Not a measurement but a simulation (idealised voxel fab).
Process module name: voxel ribs on slabs
Cross-sectional view cut (width: 300 nm; square cell size: 5 nm).
How to read a cross-section here: the picture is a grid of square cells, written as bands going from the top down, and any band can span one or more rows of cells.
Band entry format. Leading values: height of top, height of bottom, nm. Remainder: materials in left-to-right order, each with its width in nm. Special words: "full width" on a single material, which then fills the band edge to edge; "blank", empty space.
Where do heights start? At 0: under that level the wafer as delivered is made of one material only. And the lowest band has no floor; it just carries on downward, as in "top 0, no bottom".
The expression "30->40" gives the width at the extremes of the band, the first number at its top row of cells and the second at its bottom row, with the width changing by equal amounts from each row to the next in between.
Take "everything unchanged" at face value: in the step it is given for, the cross-section changed in none of its cells.
The entry "Completely enclosed voids" lists the empty spaces that cover at least 8 cells and have no open path to the top. Each is written as width x height at distance, where the distance is measured from the left edge and all three values are in nm.
Post-settings text on a step line: simulator's own remark regarding the step.
overlay nm: on a step with a mask, how far right of its planned place the mask lay; negative means left.
## Planned step list for the process
1) RECEIVE with material Si
2) DIRECTIONAL_DEP with material SiO2, thk nm 30
3) DIRECTIONAL_DEP with material polySi, thk nm 20
4) MASKED_ETCH with tone cover, mask id RIB, width nm 20, etch materials polySi, depth nm 5, overlay nm 0
5) DIRECTIONAL_DEP with material aC, thk nm 10
6) PATTERN with tone cover, mask id SLAB, material resist, width nm 50, thk nm 30, overlay nm 0
7) DIRECTIONAL_ETCH with etch materials aC, depth nm 10
8) STRIP with etch materials resist
9) DIRECTIONAL_ETCH with etch materials polySi, depth nm 15
10) STRIP with etch materials aC
11) FILL_DEP with material SiO2, thk nm 25
12) CMP with height nm 70
13) DIRECTIONAL_DEP with material TiN, thk nm 10
14) PATTERN with tone cover, mask id HEATER, material resist, width nm 30, thk nm 15, overlay nm 0
15) DIRECTIONAL_ETCH with etch materials TiN, depth nm 10
16) STRIP with etch materials resist
17) CONFORMAL_DEP with material SiO2, thk nm 5
## As-received wafer cross-section (after step 1)
  top 0, no bottom: Si full width
  Completely enclosed voids: none
## The cross-section shown corresponds to the wafer at the conclusion of the module. The initial structure and the process plan are those presented above; however, one mistake occurred in executing the plan
  top 85, bottom 80: blank: 130  SiO2: 40  blank: 130
  top 80, bottom 75: blank: 130  SiO2: 5  TiN: 30  SiO2: 5  blank: 130
  top 75, bottom 70: SiO2: 135  TiN: 30  SiO2: 135
  top 70, bottom 60: SiO2: 125  polySi: 50  SiO2: 125
  top 60, bottom 0: SiO2 full width
  top 0, no bottom: Si full width
  Completely enclosed voids: none
Heads up, the wafer didn't run the way we planned it: step 2 of the plan was twice carried out
